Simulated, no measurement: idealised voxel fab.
process module | voxel gate over fins
cross-section cut | 235 nm wide | cells 5 nm
A cross-section is a grid of square cells, given in bands from the top down. A band is one or more rows of cells.
Each band's line starts with the height of the band's top and of its bottom, in nm. Then come its materials from left to right, each with its width in nm. One material with "throughout" fills the band from edge to edge. "air" is empty space.
Height 0 is the level under which the wafer as received is all one material. The lowest band goes on downwards, as in "0 down".
A width such as "30 to 40" changes by the same amount from each row of cells to the next, from the band's top row to its bottom row.
"no change" after a step means that no cell of the cross-section changed.
closed voids: empty space of 8 cells or more with no open way to the top, each as width x height at its distance from the left edge, in nm
after a step's settings: what the simulator itself notes on the step
overlay nm, on a step with a mask: how far to the right of its planned place the mask lay; to the left if negative
plan
1 op RECEIVE | material Si
2 op CONFORMAL_DEP | material SiN | thk nm 5
3 op PATTERN | tone cover | mask id FINS | material resist | width nm 15 | pitch nm 40 | thk nm 15 | overlay nm 0
4 op DIRECTIONAL_ETCH | etch materials SiN | depth nm 5
5 op DIRECTIONAL_ETCH | etch materials Si | depth nm 35
6 op STRIP | etch materials resist
7 op OXIDIZE | depth nm 5
8 op FILL_DEP | material SiO2 | thk nm 10
9 op CMP | height nm 5
10 op SELECTIVE_ETCH | etch materials SiO2 | depth nm 15
11 op STRIP | etch materials SiN
12 op CONFORMAL_DEP | material HfO2 | thk nm 5
13 op CONFORMAL_DEP | material TiN | thk nm 5
14 op CONFORMAL_DEP | material TiAl | thk nm 5
15 op CONFORMAL_DEP | material TiN | thk nm 5
16 op FILL_DEP | material W | thk nm 10
17 op CMP | height nm 25
18 op CONFORMAL_DEP | material SiCN | thk nm 5
as received, after step 1
  0 down: Si throughout
  closed voids: none
first wafer at the end, as planned
  30 to 25: SiCN throughout
  25 to 20: W throughout
  20 to 15: W 75 | TiN 85 | W 75
  15 to 10: W 75 | TiN 5 | TiAl 35 | TiN 5 | TiAl 35 | TiN 5 | W 75
  10 to 5: TiN 80 | TiAl 5 | TiN 25 | TiAl 5 | TiN 5 | TiAl 5 | TiN 25 | TiAl 5 | TiN 80
  5 to 0: TiAl 85 | TiN 5 | HfO2 15 | TiN 5 | TiAl 15 | TiN 5 | HfO2 15 | TiN 5 | TiAl 85
  0 to -5: TiN 90 | HfO2 5 | Si 5 | HfO2 5 | TiN 25 | HfO2 5 | Si 5 | HfO2 5 | TiN 90
  -5 to -10: HfO2 95 | Si 5 | HfO2 35 | Si 5 | HfO2 95
  -10 to -40: SiO2 95 | Si 5 | SiO2 35 | Si 5 | SiO2 95
  -40 down: Si throughout
  closed voids: none
second wafer at the end: like start, like plan, one mistake
  30 to 25: SiCN throughout
  25 to 20: W throughout
  20 to 15: W 75 | TiAl 85 | W 75
  15 to 10: W 75 | TiAl 5 | TiN 35 | TiAl 5 | TiN 35 | TiAl 5 | W 75
  10 to 5: TiAl 80 | TiN 35 | TiAl 5 | TiN 35 | TiAl 80
  5 to 0: TiN 90 | HfO2 15 | TiN 25 | HfO2 15 | TiN 90
  0 to -5: TiN 90 | HfO2 5 | Si 5 | HfO2 5 | TiN 25 | HfO2 5 | Si 5 | HfO2 5 | TiN 90
  -5 to -10: HfO2 95 | Si 5 | HfO2 35 | Si 5 | HfO2 95
  -10 to -40: SiO2 95 | Si 5 | SiO2 35 | Si 5 | SiO2 95
  -40 down: Si throughout
  closed voids: none
what went wrong: steps 14 and 15 were swapped
at the end the second wafer has, in cells: 2 fewer of TiAl | 2 more of TiN
